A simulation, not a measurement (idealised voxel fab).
process module | voxel trench capacitor
cross-section cut | 200 nm wide | cells 5 nm
A cross-section is a grid of square cells, given in bands from the top down. A band is one or more rows of cells.
Each band's line starts with the height of the band's top and of its bottom, in nm. Then come its materials from left to right, each with its width in nm. One material with "throughout" fills the band from edge to edge. "air" is empty space.
Height 0 is the level under which the wafer as received is all one material. The lowest band goes on downwards, as in "0 down".
A width such as "30 to 40" changes by the same amount from each row of cells to the next, from the band's top row to its bottom row.
"no change" after a step means that no cell of the cross-section changed.
closed voids: empty space of 8 cells or more with no open way to the top, each as width x height at its distance from the left edge, in nm
after a step's settings: what the simulator itself notes on the step
overlay nm, on a step with a mask: how far to the right of its planned place the mask lay; to the left if negative
plan
1 op RECEIVE | material Si
2 op CONFORMAL_DEP | material SiN | thk nm 5
3 op PATTERN | tone open | mask id TRENCH | material resist | width nm 30 | pitch nm 45 | thk nm 15 | overlay nm 0
4 op DIRECTIONAL_ETCH | etch materials SiN | depth nm 5
5 op DIRECTIONAL_ETCH | etch materials Si | depth nm 35
6 op STRIP | etch materials resist
7 op CONFORMAL_DEP | material Al2O3 | thk nm 5
8 op CONFORMAL_DEP | material TiN | thk nm 5
9 op FILL_DEP | material W | thk nm 5
10 op CMP | height nm 5
as received, after step 1
  0 down: Si throughout
  closed voids: none
a wafer at the end: this start, this plan, one mistake
  5 to 0: SiN 60 | TiN 10 | W 10 | TiN 10 | SiN 15 | TiN 10 | W 10 | TiN 10 | SiN 65
  0 to -25: Si 60 | TiN 10 | W 10 | TiN 10 | Si 15 | TiN 10 | W 10 | TiN 10 | Si 65
  -25 to -35: Si 60 | TiN 30 | Si 15 | TiN 30 | Si 65
  -35 down: Si throughout
  closed voids: none
what went wrong: step 7 ran as: op CONFORMAL_DEP | material TiN | thk nm 5
